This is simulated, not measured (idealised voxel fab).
process module | voxel transistor to metal
cross-section cut | 200 nm wide | cells 5 nm
A cross-section is a grid of square cells, given in bands from the top down. A band is one or more rows of cells.
Each band's line starts with the height of the band's top and of its bottom, in nm. Then come its materials from left to right, each with its width in nm. One material with "throughout" fills the band from edge to edge. "air" is empty space.
Height 0 is the level under which the wafer as received is all one material. The lowest band goes on downwards, as in "0 down".
A width such as "30 to 40" changes by the same amount from each row of cells to the next, from the band's top row to its bottom row.
"no change" after a step means that no cell of the cross-section changed.
closed voids: empty space of 8 cells or more with no open way to the top, each as width x height at its distance from the left edge, in nm
after a step's settings: what the simulator itself notes on the step
overlay nm, on a step with a mask: how far to the right of its planned place the mask lay; to the left if negative
plan
1 op RECEIVE | material Si
2 op CONFORMAL_DEP | material SiO2 | thk nm 5
3 op CONFORMAL_DEP | material SiN | thk nm 15
4 op DIRECTIONAL_DEP | material aC | thk nm 10
5 op PATTERN | tone cover | mask id ACTIVE | material resist | width nm 110 | thk nm 30 | overlay nm 0
6 op DIRECTIONAL_ETCH | etch materials aC | depth nm 10
7 op STRIP | etch materials resist
8 op DIRECTIONAL_ETCH | etch materials SiN | depth nm 15
9 op DIRECTIONAL_ETCH | etch materials SiO2 | depth nm 5
10 op DIRECTIONAL_ETCH | etch materials Si | depth nm 30
11 op STRIP | etch materials aC
12 op OXIDIZE | depth nm 5
13 op FILL_DEP | material SiO2 | thk nm 15
14 op CMP | height nm 20
15 op SELECTIVE_ETCH | etch materials SiO2 | depth nm 10
16 op STRIP | etch materials SiN
17 op SELECTIVE_ETCH | etch materials SiO2 | depth nm 5
18 op OXIDIZE | depth nm 5
19 op DIRECTIONAL_DEP | material polySi | thk nm 25
20 op DIRECTIONAL_DEP | material SiCN | thk nm 10
21 op MASKED_ETCH | tone cover | mask id GATE | width nm 20 | etch materials SiCN | depth nm 20 | overlay nm 0
22 op MASKED_ETCH | tone cover | mask id GATE | width nm 20 | etch materials polySi | depth nm 35 | overlay nm 0
23 op CONFORMAL_DEP | material SiO2 | thk nm 5
24 op DIRECTIONAL_ETCH | etch materials SiO2 | depth nm 5
25 op CONFORMAL_DEP | material SiN | thk nm 5
26 op DIRECTIONAL_ETCH | etch materials SiN | depth nm 5
27 op DIRECTIONAL_ETCH | etch materials SiO2 | depth nm 5
28 op DIRECTIONAL_ETCH | etch materials Si | depth nm 15
29 op EPI | material nSi | thk nm 15
30 op FILL_DEP | material SiO2 | thk nm 10
31 op CMP | height nm 35
32 op DIRECTIONAL_DEP | material SiO2 | thk nm 10
33 op DIRECTIONAL_DEP | material aC | thk nm 15
34 op PATTERN | tone open | mask id CONTACT | material resist | width nm 15 | pitch nm 75 | thk nm 35 | overlay nm 0
35 op DIRECTIONAL_ETCH | etch materials aC | depth nm 15
36 op STRIP | etch materials resist
37 op DIRECTIONAL_ETCH | etch materials SiO2 | depth nm 50
38 op STRIP | etch materials aC
39 op CONFORMAL_DEP | material TiN | thk nm 5
40 op FILL_DEP | material Ru | thk nm 10
41 op CMP | height nm 45
42 op DIRECTIONAL_DEP | material TiN | thk nm 5
43 op DIRECTIONAL_DEP | material Ru | thk nm 15
44 op DIRECTIONAL_DEP | material aC | thk nm 10
45 op PATTERN | tone cover | mask id METAL_1 | material resist | width nm 15 | pitch nm 75 | thk nm 30 | overlay nm 0
46 op DIRECTIONAL_ETCH | etch materials aC | depth nm 10
47 op STRIP | etch materials resist
48 op DIRECTIONAL_ETCH | etch materials Ru | depth nm 15
49 op DIRECTIONAL_ETCH | etch materials TiN | depth nm 5
50 op STRIP | etch materials aC
51 op FILL_DEP | material SiO2 | thk nm 10
52 op CMP | height nm 65
53 op CONFORMAL_DEP | material SiCN | thk nm 5
54 op DIRECTIONAL_DEP | material SiO2 | thk nm 30
55 op DIRECTIONAL_DEP | material aC | thk nm 15
56 op PATTERN | tone open | mask id METAL_2 | material resist | width nm 15 | pitch nm 75 | thk nm 30 | overlay nm 0
57 op DIRECTIONAL_ETCH | etch materials aC | depth nm 15
58 op STRIP | etch materials resist
59 op DIRECTIONAL_ETCH | etch materials SiO2 | depth nm 20
60 op STRIP | etch materials aC
61 op PATTERN | tone open | mask id METAL_2_HOLES | material resist | width nm 15 | pitch nm 75 | thk nm 20 | overlay nm 0
62 op DIRECTIONAL_ETCH | etch materials SiO2 | depth nm 10
63 op DIRECTIONAL_ETCH | etch materials SiCN | depth nm 5
64 op STRIP | etch materials resist
65 op CONFORMAL_DEP | material TiN | thk nm 5
66 op FILL_DEP | material Cu | thk nm 5
67 op CMP | height nm 100
68 op CONFORMAL_DEP | material SiN | thk nm 5
as received, after step 1
  0 down: Si throughout
  closed voids: none
a wafer at the end: this start, this plan, one mistake
  105 to 100: SiN throughout
  100 to 95: Cu throughout
  95 to 90: TiN 60 | Cu 5 | TiN 70 | Cu 5 | TiN 60
  90 to 85: SiO2 55 | TiN 5 | Cu 5 | TiN 5 | SiO2 60 | TiN 5 | Cu 5 | TiN 5 | SiO2 55
  85 to 80: SiO2 55 | TiN 15 | SiO2 60 | TiN 15 | SiO2 55
  80 to 70: SiO2 throughout
  70 to 65: SiCN throughout
  65 to 50: SiO2 55 | Ru 15 | SiO2 60 | Ru 15 | SiO2 55
  50 to 45: SiO2 55 | TiN 15 | SiO2 60 | TiN 15 | SiO2 55
  45 to 35: SiO2 55 | TiN 5 | Ru 5 | TiN 5 | SiO2 60 | TiN 5 | Ru 5 | TiN 5 | SiO2 55
  35 to 25: SiO2 55 | TiN 5 | Ru 5 | TiN 5 | SiO2 10 | SiN 5 | SiO2 5 | SiCN 20 | SiO2 5 | SiN 5 | SiO2 10 | TiN 5 | Ru 5 | TiN 5 | SiO2 55
  25 to 15: SiO2 55 | TiN 5 | Ru 5 | TiN 5 | SiO2 10 | SiN 5 | SiO2 5 | polySi 20 | SiO2 5 | SiN 5 | SiO2 10 | TiN 5 | Ru 5 | TiN 5 | SiO2 55
  15 to 10: SiO2 55 | TiN 15 | SiO2 10 | SiN 5 | SiO2 5 | polySi 20 | SiO2 5 | SiN 5 | SiO2 10 | TiN 15 | SiO2 55
  10 to 5: SiO2 55 | TiN 10 | nSi 15 | SiN 5 | SiO2 5 | polySi 20 | SiO2 5 | SiN 5 | nSi 15 | TiN 10 | SiO2 55
  5 to 0: SiO2 45 | SiN 5 | SiO2 5 | TiN 10 | nSi 15 | SiN 5 | SiO2 5 | polySi 20 | SiO2 5 | SiN 5 | nSi 15 | TiN 10 | SiO2 5 | SiN 5 | SiO2 45
  0 to -5: SiO2 55 | TiN 10 | nSi 15 | SiO2 40 | nSi 15 | TiN 10 | SiO2 55
  -5 to -20: SiO2 50 | nSi 30 | Si 40 | nSi 30 | SiO2 50
  -20 to -35: SiO2 50 | Si 100 | SiO2 50
  -35 down: Si throughout
  closed voids: none
what went wrong: step 61 ran as: op PATTERN | tone cover | mask id METAL_2_HOLES | material resist | width nm 15 | pitch nm 75 | thk nm 20 | overlay nm 0
